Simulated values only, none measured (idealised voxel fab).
process module | voxel trench capacitor
Cross-section cut: width 290 nm, square cells of 5 nm.
The cross-sections in this document take the form of a grid made of square cells. They are written out as bands, in order from top to bottom. Each band consists of one or more rows of cells. Heads up on the band format: heights come first, top then bottom, in nm. After that it's the materials left to right, each with its width in nm. A single material flagged "edge to edge" fills the whole band edge to edge, and "empty" means there's empty space there. Height reference: 0 = level under which incoming wafer is all one material. Lowest band: no bottom, runs on downward, e.g. "top 0, no bottom". A two-number width, for instance "30 to 40", indicates that the width is equal to the first number in the top row of the band and to the second number in the bottom row, and that it changes by a constant amount per row of cells. Key: "no change occurred" - step with no changed cell in the cross-section. Listed in "Voids, enclosed": every empty space of 8 or more cells without an open way to the top. Form: width x height at distance, the distance being from the left edge, all in nm. That trailing text on a step's line, after the settings, is the simulator's own remark on the step. "overlay nm", when on a step's line for a step with a mask, measures how far to the right of its planned place the mask lay; a negative measure means to the left.
The process steps that were planned are listed below
1) op RECEIVE | material Si
2) op CONFORMAL_DEP | material SiN | thk nm 10
3) op DIRECTIONAL_DEP | material aC | thk nm 15
4) op PATTERN | tone open | mask id TRENCH | material resist | width nm 25 | pitch nm 50 | thk nm 30 | overlay nm 0
5) op DIRECTIONAL_ETCH | etch materials aC | depth nm 15
6) op STRIP | etch materials resist
7) op DIRECTIONAL_ETCH | etch materials SiN | depth nm 10
8) op DIRECTIONAL_ETCH | etch materials Si | depth nm 40
9) op STRIP | etch materials aC
10) op CONFORMAL_DEP | material HfO2 | thk nm 5
11) op CONFORMAL_DEP | material TiN | thk nm 5
12) op FILL_DEP | material W | thk nm 5
13) op CMP | height nm 10
Wafer, first of two, run as planned
Here's what the wafer looked like in cross-section when it arrived - that's after step 1
  top 0, no bottom | Si edge to edge
  Voids, enclosed: none
Wafer after step 2 (cross-section)
  top 10, bottom 0 | SiN edge to edge
  No changes below 0.
Wafer after step 3 (cross-section)
  top 25, bottom 10 | aC edge to edge
  No changes below 10.
Wafer after step 4 (cross-section)
  top 55, bottom 25 | resist: 55, then empty: 25, then resist: 25, then empty: 25, then resist: 25, then empty: 25, then resist: 25, then empty: 25, then resist: 60
  No changes below 25.
Wafer after step 5 (cross-section)
  top 40, bottom 25 | resist: 55, then empty: 25, then resist: 25, then empty: 25, then resist: 25, then empty: 25, then resist: 25, then empty: 25, then resist: 60
  top 25, bottom 10 | aC: 55, then empty: 25, then aC: 25, then empty: 25, then aC: 25, then empty: 25, then aC: 25, then empty: 25, then aC: 60
  No changes below 10.
Wafer after step 6 (cross-section)
  top 25, bottom 10 | aC: 55, then empty: 25, then aC: 25, then empty: 25, then aC: 25, then empty: 25, then aC: 25, then empty: 25, then aC: 60
  No changes below 10.
Wafer after step 7 (cross-section)
  top 25, bottom 10 | aC: 55, then empty: 25, then aC: 25, then empty: 25, then aC: 25, then empty: 25, then aC: 25, then empty: 25, then aC: 60
  top 10, bottom 0 | SiN: 55, then empty: 25, then SiN: 25, then empty: 25, then SiN: 25, then empty: 25, then SiN: 25, then empty: 25, then SiN: 60
  No changes below 0.
Wafer after step 8 (cross-section)
  top 25, bottom 10 | aC: 55, then empty: 25, then aC: 25, then empty: 25, then aC: 25, then empty: 25, then aC: 25, then empty: 25, then aC: 60
  top 10, bottom 0 | SiN: 55, then empty: 25, then SiN: 25, then empty: 25, then SiN: 25, then empty: 25, then SiN: 25, then empty: 25, then SiN: 60
  top 0, bottom -40 | Si: 55, then empty: 25, then Si: 25, then empty: 25, then Si: 25, then empty: 25, then Si: 25, then empty: 25, then Si: 60
  No changes below -40.
Wafer after step 9 (cross-section)
  top 10, bottom 0 | SiN: 55, then empty: 25, then SiN: 25, then empty: 25, then SiN: 25, then empty: 25, then SiN: 25, then empty: 25, then SiN: 60
  No changes below 0.
Wafer after step 10 (cross-section)
  top 15, bottom 10 | HfO2: 60, then empty: 15, then HfO2: 35, then empty: 15, then HfO2: 35, then empty: 15, then HfO2: 35, then empty: 15, then HfO2: 65
  top 10, bottom 0 | SiN: 55, then HfO2: 5, then empty: 15, then HfO2: 5, then SiN: 25, then HfO2: 5, then empty: 15, then HfO2: 5, then SiN: 25, then HfO2: 5, then empty: 15, then HfO2: 5, then SiN: 25, then HfO2: 5, then empty: 15, then HfO2: 5, then SiN: 60
  top 0, bottom -35 | Si: 55, then HfO2: 5, then empty: 15, then HfO2: 5, then Si: 25, then HfO2: 5, then empty: 15, then HfO2: 5, then Si: 25, then HfO2: 5, then empty: 15, then HfO2: 5, then Si: 25, then HfO2: 5, then empty: 15, then HfO2: 5, then Si: 60
  top -35, bottom -40 | Si: 55, then HfO2: 25, then Si: 25, then HfO2: 25, then Si: 25, then HfO2: 25, then Si: 25, then HfO2: 25, then Si: 60
  No changes below -40.
Wafer after step 11 (cross-section)
  top 20, bottom 15 | TiN: 65, then empty: 5, then TiN: 45, then empty: 5, then TiN: 45, then empty: 5, then TiN: 45, then empty: 5, then TiN: 70
  top 15, bottom 10 | HfO2: 60, then TiN: 5, then empty: 5, then TiN: 5, then HfO2: 35, then TiN: 5, then empty: 5, then TiN: 5, then HfO2: 35, then TiN: 5, then empty: 5, then TiN: 5, then HfO2: 35, then TiN: 5, then empty: 5, then TiN: 5, then HfO2: 65
  top 10, bottom 0 | SiN: 55, then HfO2: 5, then TiN: 5, then empty: 5, then TiN: 5, then HfO2: 5, then SiN: 25, then HfO2: 5, then TiN: 5, then empty: 5, then TiN: 5, then HfO2: 5, then SiN: 25, then HfO2: 5, then TiN: 5, then empty: 5, then TiN: 5, then HfO2: 5, then SiN: 25, then HfO2: 5, then TiN: 5, then empty: 5, then TiN: 5, then HfO2: 5, then SiN: 60
  top 0, bottom -30 | Si: 55, then HfO2: 5, then TiN: 5, then empty: 5, then TiN: 5, then HfO2: 5, then Si: 25, then HfO2: 5, then TiN: 5, then empty: 5, then TiN: 5, then HfO2: 5, then Si: 25, then HfO2: 5, then TiN: 5, then empty: 5, then TiN: 5, then HfO2: 5, then Si: 25, then HfO2: 5, then TiN: 5, then empty: 5, then TiN: 5, then HfO2: 5, then Si: 60
  top -30, bottom -35 | Si: 55, then HfO2: 5, then TiN: 15, then HfO2: 5, then Si: 25, then HfO2: 5, then TiN: 15, then HfO2: 5, then Si: 25, then HfO2: 5, then TiN: 15, then HfO2: 5, then Si: 25, then HfO2: 5, then TiN: 15, then HfO2: 5, then Si: 60
  No changes below -35.
Wafer after step 12 (cross-section)
  top 25, bottom 20 | W edge to edge
  top 20, bottom 15 | TiN: 65, then W: 5, then TiN: 45, then W: 5, then TiN: 45, then W: 5, then TiN: 45, then W: 5, then TiN: 70
  top 15, bottom 10 | HfO2: 60, then TiN: 5, then W: 5, then TiN: 5, then HfO2: 35, then TiN: 5, then W: 5, then TiN: 5, then HfO2: 35, then TiN: 5, then W: 5, then TiN: 5, then HfO2: 35, then TiN: 5, then W: 5, then TiN: 5, then HfO2: 65
  top 10, bottom 0 | SiN: 55, then HfO2: 5, then TiN: 5, then W: 5, then TiN: 5, then HfO2: 5, then SiN: 25, then HfO2: 5, then TiN: 5, then W: 5, then TiN: 5, then HfO2: 5, then SiN: 25, then HfO2: 5, then TiN: 5, then W: 5, then TiN: 5, then HfO2: 5, then SiN: 25, then HfO2: 5, then TiN: 5, then W: 5, then TiN: 5, then HfO2: 5, then SiN: 60
  top 0, bottom -30 | Si: 55, then HfO2: 5, then TiN: 5, then W: 5, then TiN: 5, then HfO2: 5, then Si: 25, then HfO2: 5, then TiN: 5, then W: 5, then TiN: 5, then HfO2: 5, then Si: 25, then HfO2: 5, then TiN: 5, then W: 5, then TiN: 5, then HfO2: 5, then Si: 25, then HfO2: 5, then TiN: 5, then W: 5, then TiN: 5, then HfO2: 5, then Si: 60
  No changes below -30.
Wafer after step 13 (cross-section)
  top 10, bottom 0 | SiN: 55, then HfO2: 5, then TiN: 5, then W: 5, then TiN: 5, then HfO2: 5, then SiN: 25, then HfO2: 5, then TiN: 5, then W: 5, then TiN: 5, then HfO2: 5, then SiN: 25, then HfO2: 5, then TiN: 5, then W: 5, then TiN: 5, then HfO2: 5, then SiN: 25, then HfO2: 5, then TiN: 5, then W: 5, then TiN: 5, then HfO2: 5, then SiN: 60
  No changes below 0.
Second wafer: same start and same plan as the first, one execution error; identical to the first through step 8
Second wafer cross-section, taken as of the time the plan sets for step 9 to be done
  top 10, bottom 0 | SiN: 55, then empty: 25, then SiN: 25, then empty: 25, then SiN: 25, then empty: 25, then SiN: 25, then empty: 25, then SiN: 60
  No changes below 0.
Second wafer cross-section, taken as of the time the plan sets for step 10 to be done
  top 15, bottom 10 | HfO2: 60, then empty: 15, then HfO2: 35, then empty: 15, then HfO2: 35, then empty: 15, then HfO2: 35, then empty: 15, then HfO2: 65
  top 10, bottom 0 | SiN: 55, then HfO2: 5, then empty: 15, then HfO2: 5, then SiN: 25, then HfO2: 5, then empty: 15, then HfO2: 5, then SiN: 25, then HfO2: 5, then empty: 15, then HfO2: 5, then SiN: 25, then HfO2: 5, then empty: 15, then HfO2: 5, then SiN: 60
  top 0, bottom -35 | Si: 55, then HfO2: 5, then empty: 15, then HfO2: 5, then Si: 25, then HfO2: 5, then empty: 15, then HfO2: 5, then Si: 25, then HfO2: 5, then empty: 15, then HfO2: 5, then Si: 25, then HfO2: 5, then empty: 15, then HfO2: 5, then Si: 60
  top -35, bottom -40 | Si: 55, then HfO2: 25, then Si: 25, then HfO2: 25, then Si: 25, then HfO2: 25, then Si: 25, then HfO2: 25, then Si: 60
  No changes below -40.
Second wafer cross-section, taken as of the time the plan sets for step 11 to be done
  top 20, bottom 15 | TiN: 65, then empty: 5, then TiN: 45, then empty: 5, then TiN: 45, then empty: 5, then TiN: 45, then empty: 5, then TiN: 70
  top 15, bottom 10 | HfO2: 60, then TiN: 5, then empty: 5, then TiN: 5, then HfO2: 35, then TiN: 5, then empty: 5, then TiN: 5, then HfO2: 35, then TiN: 5, then empty: 5, then TiN: 5, then HfO2: 35, then TiN: 5, then empty: 5, then TiN: 5, then HfO2: 65
  top 10, bottom 0 | SiN: 55, then HfO2: 5, then TiN: 5, then empty: 5, then TiN: 5, then HfO2: 5, then SiN: 25, then HfO2: 5, then TiN: 5, then empty: 5, then TiN: 5, then HfO2: 5, then SiN: 25, then HfO2: 5, then TiN: 5, then empty: 5, then TiN: 5, then HfO2: 5, then SiN: 25, then HfO2: 5, then TiN: 5, then empty: 5, then TiN: 5, then HfO2: 5, then SiN: 60
  top 0, bottom -30 | Si: 55, then HfO2: 5, then TiN: 5, then empty: 5, then TiN: 5, then HfO2: 5, then Si: 25, then HfO2: 5, then TiN: 5, then empty: 5, then TiN: 5, then HfO2: 5, then Si: 25, then HfO2: 5, then TiN: 5, then empty: 5, then TiN: 5, then HfO2: 5, then Si: 25, then HfO2: 5, then TiN: 5, then empty: 5, then TiN: 5, then HfO2: 5, then Si: 60
  top -30, bottom -35 | Si: 55, then HfO2: 5, then TiN: 15, then HfO2: 5, then Si: 25, then HfO2: 5, then TiN: 15, then HfO2: 5, then Si: 25, then HfO2: 5, then TiN: 15, then HfO2: 5, then Si: 25, then HfO2: 5, then TiN: 15, then HfO2: 5, then Si: 60
  No changes below -35.
Second wafer cross-section, taken as of the time the plan sets for step 12 to be done
  top 25, bottom 20 | W edge to edge
  top 20, bottom 15 | TiN: 65, then W: 5, then TiN: 45, then W: 5, then TiN: 45, then W: 5, then TiN: 45, then W: 5, then TiN: 70
  top 15, bottom 10 | HfO2: 60, then TiN: 5, then W: 5, then TiN: 5, then HfO2: 35, then TiN: 5, then W: 5, then TiN: 5, then HfO2: 35, then TiN: 5, then W: 5, then TiN: 5, then HfO2: 35, then TiN: 5, then W: 5, then TiN: 5, then HfO2: 65
  top 10, bottom 0 | SiN: 55, then HfO2: 5, then TiN: 5, then W: 5, then TiN: 5, then HfO2: 5, then SiN: 25, then HfO2: 5, then TiN: 5, then W: 5, then TiN: 5, then HfO2: 5, then SiN: 25, then HfO2: 5, then TiN: 5, then W: 5, then TiN: 5, then HfO2: 5, then SiN: 25, then HfO2: 5, then TiN: 5, then W: 5, then TiN: 5, then HfO2: 5, then SiN: 60
  top 0, bottom -30 | Si: 55, then HfO2: 5, then TiN: 5, then W: 5, then TiN: 5, then HfO2: 5, then Si: 25, then HfO2: 5, then TiN: 5, then W: 5, then TiN: 5, then HfO2: 5, then Si: 25, then HfO2: 5, then TiN: 5, then W: 5, then TiN: 5, then HfO2: 5, then Si: 25, then HfO2: 5, then TiN: 5, then W: 5, then TiN: 5, then HfO2: 5, then Si: 60
  No changes below -30.
Second wafer cross-section, taken as of the time the plan sets for step 13 to be done
  top 10, bottom 0 | SiN: 55, then HfO2: 5, then TiN: 5, then W: 5, then TiN: 5, then HfO2: 5, then SiN: 25, then HfO2: 5, then TiN: 5, then W: 5, then TiN: 5, then HfO2: 5, then SiN: 25, then HfO2: 5, then TiN: 5, then W: 5, then TiN: 5, then HfO2: 5, then SiN: 25, then HfO2: 5, then TiN: 5, then W: 5, then TiN: 5, then HfO2: 5, then SiN: 60
  No changes below 0.
So what did we get wrong on this run? step 9 of the plan saw execution twice
Upon completion, the cross-sectional profiles of the two wafers are identical; consequently, the error exerts no influence on the quantities computed by this model.
